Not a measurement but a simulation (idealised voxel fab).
process module | voxel transistor to metal
cross-section cut | 160 nm wide | cells 5 nm
A cross-section is a grid of square cells, given in bands from the top down. A band is one or more rows of cells.
Each band's line starts with the height of the band's top and of its bottom, in nm. Then come its materials from left to right, each with its width in nm. One material with "throughout" fills the band from edge to edge. "air" is empty space.
Height 0 is the level under which the wafer as received is all one material. The lowest band goes on downwards, as in "0 down".
A width such as "30 to 40" changes by the same amount from each row of cells to the next, from the band's top row to its bottom row.
"no change" after a step means that no cell of the cross-section changed.
closed voids: empty space of 8 cells or more with no open way to the top, each as width x height at its distance from the left edge, in nm
after a step's settings: what the simulator itself notes on the step
overlay nm, on a step with a mask: how far to the right of its planned place the mask lay; to the left if negative
plan
1 op RECEIVE | material Si
2 op CONFORMAL_DEP | material SiO2 | thk nm 5
3 op CONFORMAL_DEP | material SiN | thk nm 15
4 op PATTERN | tone cover | mask id ACTIVE | material resist | width nm 95 | thk nm 15 | overlay nm 0
5 op DIRECTIONAL_ETCH | etch materials SiN | depth nm 15
6 op DIRECTIONAL_ETCH | etch materials SiO2 | depth nm 5
7 op DIRECTIONAL_ETCH | etch materials Si | depth nm 20
8 op STRIP | etch materials resist
9 op FILL_DEP | material SiO2 | thk nm 15
10 op CMP | height nm 20
11 op SELECTIVE_ETCH | etch materials SiO2 | depth nm 10
12 op STRIP | etch materials SiN
13 op SELECTIVE_ETCH | etch materials SiO2 | depth nm 5
14 op OXIDIZE | depth nm 5
15 op DIRECTIONAL_DEP | material polySi | thk nm 25
16 op DIRECTIONAL_DEP | material SiCN | thk nm 15
17 op PATTERN | tone cover | mask id GATE | material resist | width nm 25 | thk nm 15 | overlay nm 0
18 op DIRECTIONAL_ETCH | etch materials SiCN | depth nm 25
19 op DIRECTIONAL_ETCH | etch materials polySi | depth nm 35
20 op STRIP | etch materials resist
21 op CONFORMAL_DEP | material SiO2 | thk nm 5
22 op DIRECTIONAL_ETCH | etch materials SiO2 | depth nm 5
23 op CONFORMAL_DEP | material SiN | thk nm 5
24 op DIRECTIONAL_ETCH | etch materials SiN | depth nm 5
25 op DIRECTIONAL_ETCH | etch materials SiO2 | depth nm 5
26 op DIRECTIONAL_ETCH | etch materials Si | depth nm 15
27 op EPI | material SiGe | thk nm 15
28 op FILL_DEP | material SiO2 | thk nm 5
29 op CMP | height nm 25
30 op STRIP | etch materials polySi
31 op SELECTIVE_ETCH | etch materials SiO2 | depth nm 5
32 op CONFORMAL_DEP | material HfO2 | thk nm 5
33 op CONFORMAL_DEP | material TiN | thk nm 5
34 op FILL_DEP | material W | thk nm 5
35 op CMP | height nm 20
36 op DIRECTIONAL_DEP | material SiO2 | thk nm 15
37 op PATTERN | tone open | mask id CONTACT | material resist | width nm 15 | pitch nm 70 | thk nm 20 | overlay nm 0
38 op DIRECTIONAL_ETCH | etch materials SiO2 | depth nm 25
39 op STRIP | etch materials resist
40 op CONFORMAL_DEP | material TiN | thk nm 5
41 op FILL_DEP | material Ru | thk nm 10
42 op CMP | height nm 35
43 op DIRECTIONAL_DEP | material TiN | thk nm 5
44 op DIRECTIONAL_DEP | material W | thk nm 25
45 op PATTERN | tone cover | mask id METAL_1 | material resist | width nm 15 | pitch nm 70 | thk nm 20 | overlay nm 0
46 op DIRECTIONAL_ETCH | etch materials W | depth nm 25
47 op DIRECTIONAL_ETCH | etch materials TiN | depth nm 5
48 op STRIP | etch materials resist
49 op FILL_DEP | material SiO2 | thk nm 5
50 op CMP | height nm 65
51 op CONFORMAL_DEP | material SiCN | thk nm 5
52 op DIRECTIONAL_DEP | material SiO2 | thk nm 30
53 op PATTERN | tone open | mask id METAL_2 | material resist | width nm 15 | pitch nm 70 | thk nm 20 | overlay nm 0
54 op DIRECTIONAL_ETCH | etch materials SiO2 | depth nm 20
55 op STRIP | etch materials resist
56 op MASKED_ETCH | tone open | mask id METAL_2_HOLES | width nm 15 | pitch nm 70 | etch materials SiO2 | depth nm 10 | overlay nm 0
57 op MASKED_ETCH | tone open | mask id METAL_2_HOLES | width nm 15 | pitch nm 70 | etch materials SiCN | depth nm 5 | overlay nm 0
58 op CONFORMAL_DEP | material TiN | thk nm 5
59 op FILL_DEP | material Ru | thk nm 5
60 op CMP | height nm 100
61 op CONFORMAL_DEP | material SiCN | thk nm 5
as received, after step 1
  0 down: Si throughout
  closed voids: none
first wafer at the end, as planned
  105 to 100: SiCN throughout
  100 to 70: SiO2 35 | TiN 5 | Ru 5 | TiN 5 | SiO2 55 | TiN 5 | Ru 5 | TiN 5 | SiO2 40
  70 to 65: SiCN 35 | TiN 15 | SiCN 55 | TiN 15 | SiCN 40
  65 to 40: SiO2 35 | W 15 | SiO2 55 | W 15 | SiO2 40
  40 to 35: SiO2 35 | TiN 15 | SiO2 55 | TiN 15 | SiO2 40
  35 to 20: SiO2 35 | TiN 5 | Ru 5 | TiN 5 | SiO2 55 | TiN 5 | Ru 5 | TiN 5 | SiO2 40
  20 to 15: SiO2 35 | TiN 5 | Ru 5 | TiN 5 | SiO2 5 | SiN 5 | HfO2 5 | TiN 5 | W 15 | TiN 5 | HfO2 5 | SiN 5 | SiO2 5 | TiN 5 | Ru 5 | TiN 5 | SiO2 40
  15 to 10: SiO2 35 | TiN 15 | SiO2 5 | SiN 5 | HfO2 5 | TiN 5 | W 15 | TiN 5 | HfO2 5 | SiN 5 | SiO2 5 | TiN 15 | SiO2 40
  10 to 5: SiO2 30 | SiGe 25 | SiN 5 | HfO2 5 | TiN 5 | W 15 | TiN 5 | HfO2 5 | SiN 5 | SiGe 25 | SiO2 35
  5 to 0: SiO2 30 | SiN 5 | SiGe 20 | SiN 5 | HfO2 5 | TiN 25 | HfO2 5 | SiN 5 | SiGe 20 | SiN 5 | SiO2 35
  0 to -5: SiO2 35 | SiGe 20 | SiO2 5 | HfO2 35 | SiO2 5 | SiGe 20 | SiO2 40
  -5 to -20: SiO2 30 | Si 5 | SiGe 20 | Si 45 | SiGe 20 | Si 5 | SiO2 35
  -20 down: Si throughout
  closed voids: none
second wafer at the end: like start, like plan, one mistake
  105 to 100: SiCN throughout
  100 to 70: SiO2 35 | TiN 5 | Ru 5 | TiN 5 | SiO2 55 | TiN 5 | Ru 5 | TiN 5 | SiO2 40
  70 to 65: SiCN 35 | TiN 15 | SiCN 55 | TiN 15 | SiCN 40
  65 to 40: SiO2 35 | W 15 | SiO2 55 | W 15 | SiO2 40
  40 to 35: SiO2 35 | TiN 15 | SiO2 55 | TiN 15 | SiO2 40
  35 to 20: SiO2 35 | TiN 5 | Ru 5 | TiN 5 | SiO2 55 | TiN 5 | Ru 5 | TiN 5 | SiO2 40
  20 to 15: SiO2 35 | TiN 5 | Ru 5 | TiN 5 | SiO2 5 | SiN 5 | HfO2 5 | TiN 5 | W 15 | TiN 5 | HfO2 5 | SiN 5 | SiO2 5 | TiN 5 | Ru 5 | TiN 5 | SiO2 40
  15 to 10: SiO2 35 | TiN 15 | SiO2 5 | SiN 5 | HfO2 5 | TiN 5 | W 15 | TiN 5 | HfO2 5 | SiN 5 | SiO2 5 | TiN 15 | SiO2 40
  10 to 5: SiO2 30 | SiGe 25 | SiN 5 | HfO2 5 | TiN 5 | W 15 | TiN 5 | HfO2 5 | SiN 5 | SiGe 25 | SiO2 35
  5 to 0: SiO2 30 | SiN 5 | SiGe 20 | SiN 5 | HfO2 5 | TiN 25 | HfO2 5 | SiN 5 | SiGe 20 | SiN 5 | SiO2 35
  0 to -5: SiO2 35 | SiGe 20 | SiO2 5 | HfO2 35 | SiO2 5 | SiGe 20 | SiO2 40
  -5 to -20: SiO2 30 | Si 5 | SiGe 20 | Si 45 | SiGe 20 | Si 5 | SiO2 35
  -20 to -40: SiO2 30 | Si 95 | SiO2 35
  -40 down: Si throughout
  closed voids: none
what went wrong: step 7 was run twice
at the end the second wafer has, in cells: 52 fewer of Si | 52 more of SiO2
